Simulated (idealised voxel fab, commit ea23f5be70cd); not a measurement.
Name of the process module below: voxel wiring stack
Section shown: cut. Width: 280 nm. Cell size: 5 nm, square.
The cross-sections in this document take the form of a grid made of square cells. They are written out as bands, in order from top to bottom. Each band consists of one or more rows of cells.
In this notation a band is specified by the heights of its top and bottom, in that order and in nm, after which its materials appear from left to right, each paired with its width in nm. The word "full width" attached to a single material means that material fills the band from edge to edge; the word "empty" stands for empty space.
For the purposes of this specification, 0 denotes the height below which the wafer in its as-received condition is composed wholly of one material, and the lowermost band, lacking a lower limit, extends downward without end, as expressed in "top 0, no bottom".
Note: "30->40" means the width goes from the first number (top row of the band) to the second number (bottom row) in equal steps per row of cells.
"same as before" -> step changed no cross-section cell.
For the entry "closed voids", the listed items are empty spaces with no open way to the top whose size is 8 cells or more; each item follows the pattern width x height at distance, where distance is from the left edge and all three are in nm.
The remark found on a step's line after its settings is issued by the simulator itself and pertains to that step.
The optional step-line setting "overlay nm" applies to steps with a mask and quantifies how far to the right of its planned location the mask lay, a negative value indicating leftward placement.

Steps in the process plan:
| 1 | RECEIVE with material Si |
| 2 | CONFORMAL_DEP with material SiO2, thk nm 10 |
| 3 | CONFORMAL_DEP with material SiN, thk nm 5 |
| 4 | DIRECTIONAL_DEP with material SiO2, thk nm 20 |
| 5 | MASKED_ETCH with tone open, mask id METAL_1, width nm 20, pitch nm 40, etch materials SiO2, depth nm 20, overlay nm 0 |
| 6 | MASKED_ETCH with tone open, mask id METAL_1, width nm 20, pitch nm 40, etch materials SiN, depth nm 5, overlay nm -15 |
| 7 | CONFORMAL_DEP with material TiN, thk nm 5 |
| 8 | FILL_DEP with material Ru, thk nm 10 |
| 9 | CMP with height nm 35 |
| 10 | CONFORMAL_DEP with material SiCN, thk nm 5 |
| 11 | DIRECTIONAL_DEP with material SiO2, thk nm 15 |
| 12 | MASKED_ETCH with tone open, mask id PLUG_1, width nm 15, pitch nm 80, etch materials SiO2, depth nm 15, overlay nm 0 |
| 13 | MASKED_ETCH with tone open, mask id PLUG_1, width nm 15, pitch nm 80, etch materials SiCN, depth nm 5, overlay nm 0 |
| 14 | CONFORMAL_DEP with material TiN, thk nm 5 |
| 15 | FILL_DEP with material W, thk nm 5 |
| 16 | CMP with height nm 55 |
| 17 | CONFORMAL_DEP with material SiN, thk nm 5 |
| 18 | DIRECTIONAL_DEP with material lowk, thk nm 20 |
| 19 | MASKED_ETCH with tone open, mask id METAL_2, width nm 20, pitch nm 40, etch materials lowk, depth nm 20, overlay nm 0 |
| 20 | MASKED_ETCH with tone open, mask id METAL_2, width nm 20, pitch nm 40, etch materials SiN, depth nm 5, overlay nm 0 |
| 21 | CONFORMAL_DEP with material TiN, thk nm 5 |
| 22 | FILL_DEP with material Cu, thk nm 5 |
| 23 | CMP with height nm 80 |
| 24 | CONFORMAL_DEP with material SiCN, thk nm 5 |
| 25 | DIRECTIONAL_DEP with material lowk, thk nm 35 |
| 26 | MASKED_ETCH with tone open, mask id METAL_3, width nm 20, pitch nm 40, etch materials lowk, depth nm 20, overlay nm 0 |
| 27 | DIRECTIONAL_DEP with material aC, thk nm 10 |
| 28 | PATTERN with tone open, mask id METAL_3_HOLES, material resist, width nm 15, pitch nm 80, thk nm 25, overlay nm 0 |
| 29 | DIRECTIONAL_ETCH with etch materials aC, depth nm 10 |
| 30 | STRIP with etch materials resist |
| 31 | DIRECTIONAL_ETCH with etch materials lowk, depth nm 15 |
| 32 | DIRECTIONAL_ETCH with etch materials SiCN, depth nm 5 |
| 33 | STRIP with etch materials aC |
| 34 | CONFORMAL_DEP with material TiN, thk nm 5 |
| 35 | FILL_DEP with material Cu, thk nm 10 |
| 36 | CMP with height nm 120 |
| 37 | CONFORMAL_DEP with material SiN, thk nm 5 |
Same starting wafers, different overlay nm at step 6. Plan value belongs to the first wafer.

Received condition of the first of several wafers, sectioned: post-step 1:
- top 0, no bottom = Si full width
- closed voids: none

Once step 37, the last step, is complete, the module is at its end; this is the cross-section of the first of several wafers:
- top 125, bottom 120 = SiN full width
- top 120, bottom 105 = lowk (90) / TiN (5) / Cu (10) / TiN (5) / lowk (20) / TiN (5) / Cu (10) / TiN (5) / lowk (20) / TiN (5) / Cu (10) / TiN (5) / lowk (90)
- top 105, bottom 100 = lowk (90) / TiN (5) / Cu (5) / TiN (10) / lowk (20) / TiN (20) / lowk (20) / TiN (5) / Cu (5) / TiN (10) / lowk (90)
- top 100, bottom 85 = lowk (90) / TiN (5) / Cu (5) / TiN (5) / lowk (65) / TiN (5) / Cu (5) / TiN (5) / lowk (95)
- top 85, bottom 80 = SiCN (90) / TiN (15) / SiCN (65) / TiN (15) / SiCN (95)
- top 80, bottom 60 = lowk (90) / TiN (5) / Cu (10) / TiN (5) / lowk (20) / TiN (5) / Cu (10) / TiN (5) / lowk (20) / TiN (5) / Cu (10) / TiN (5) / lowk (90)
- top 60, bottom 55 = SiN (90) / TiN (20) / SiN (20) / TiN (20) / SiN (20) / TiN (20) / SiN (90)
- top 55, bottom 40 = SiO2 (90) / TiN (5) / W (5) / TiN (5) / SiO2 (65) / TiN (5) / W (5) / TiN (5) / SiO2 (95)
- top 40, bottom 35 = SiCN (90) / TiN (15) / SiCN (65) / TiN (15) / SiCN (95)
- top 35, bottom 20 = SiO2 (90) / TiN (5) / Ru (10) / TiN (5) / SiO2 (20) / TiN (5) / Ru (10) / TiN (5) / SiO2 (20) / TiN (5) / Ru (10) / TiN (5) / SiO2 (90)
- top 20, bottom 15 = SiO2 (90) / TiN (20) / SiO2 (20) / TiN (20) / SiO2 (20) / TiN (20) / SiO2 (90)
- top 15, bottom 10 = SiN (90) / TiN (5) / SiN (35) / TiN (5) / SiN (35) / TiN (5) / SiN (105)
- top 10, bottom 0 = SiO2 full width
- top 0, no bottom = Si full width
- closed voids: none

Cross-section, last wafer, module completion:
- top 125, bottom 120 = SiN full width
- top 120, bottom 105 = lowk (90) / TiN (5) / Cu (10) / TiN (5) / lowk (20) / TiN (5) / Cu (10) / TiN (5) / lowk (20) / TiN (5) / Cu (10) / TiN (5) / lowk (90)
- top 105, bottom 100 = lowk (90) / TiN (5) / Cu (5) / TiN (10) / lowk (20) / TiN (20) / lowk (20) / TiN (5) / Cu (5) / TiN (10) / lowk (90)
- top 100, bottom 85 = lowk (90) / TiN (5) / Cu (5) / TiN (5) / lowk (65) / TiN (5) / Cu (5) / TiN (5) / lowk (95)
- top 85, bottom 80 = SiCN (90) / TiN (15) / SiCN (65) / TiN (15) / SiCN (95)
- top 80, bottom 60 = lowk (90) / TiN (5) / Cu (10) / TiN (5) / lowk (20) / TiN (5) / Cu (10) / TiN (5) / lowk (20) / TiN (5) / Cu (10) / TiN (5) / lowk (90)
- top 60, bottom 55 = SiN (90) / TiN (20) / SiN (20) / TiN (20) / SiN (20) / TiN (20) / SiN (90)
- top 55, bottom 40 = SiO2 (90) / TiN (5) / W (5) / TiN (5) / SiO2 (65) / TiN (5) / W (5) / TiN (5) / SiO2 (95)
- top 40, bottom 35 = SiCN (90) / TiN (15) / SiCN (65) / TiN (15) / SiCN (95)
- top 35, bottom 20 = SiO2 (90) / TiN (5) / Ru (10) / TiN (5) / SiO2 (20) / TiN (5) / Ru (10) / TiN (5) / SiO2 (20) / TiN (5) / Ru (10) / TiN (5) / SiO2 (90)
- top 20, bottom 15 = SiO2 (90) / TiN (20) / SiO2 (20) / TiN (20) / SiO2 (20) / TiN (20) / SiO2 (90)
- top 15, bottom 10 = SiN (105) / TiN (5) / SiN (35) / TiN (5) / SiN (35) / TiN (5) / SiN (90)
- top 10, bottom 0 = SiO2 full width
- top 0, no bottom = Si full width
- closed voids: none

Quick key for the table: a row per wafer, taken at the end of the module. For each material it tells you how many cells the wafer gained (+) or lost (-) since it came in, and the closed voids come after:
overlay nm -15; +50 Cu; +18 Ru; +100 SiCN; +153 SiN; +438 SiO2; +133 TiN; +6 W; +502 lowk; closed voids: none
overlay nm -10; +50 Cu; +18 Ru; +100 SiCN; +150 SiN; +438 SiO2; +136 TiN; +6 W; +502 lowk; closed voids: none
overlay nm -5; +50 Cu; +21 Ru; +100 SiCN; +147 SiN; +438 SiO2; +136 TiN; +6 W; +502 lowk; closed voids: none
overlay nm 0; +50 Cu; +24 Ru; +100 SiCN; +144 SiN; +438 SiO2; +136 TiN; +6 W; +502 lowk; closed voids: none
overlay nm 5; +50 Cu; +21 Ru; +100 SiCN; +147 SiN; +438 SiO2; +136 TiN; +6 W; +502 lowk; closed voids: none
overlay nm 10; +50 Cu; +18 Ru; +100 SiCN; +150 SiN; +438 SiO2; +136 TiN; +6 W; +502 lowk; closed voids: none
overlay nm 15; +50 Cu; +18 Ru; +100 SiCN; +153 SiN; +438 SiO2; +133 TiN; +6 W; +502 lowk; closed voids: none
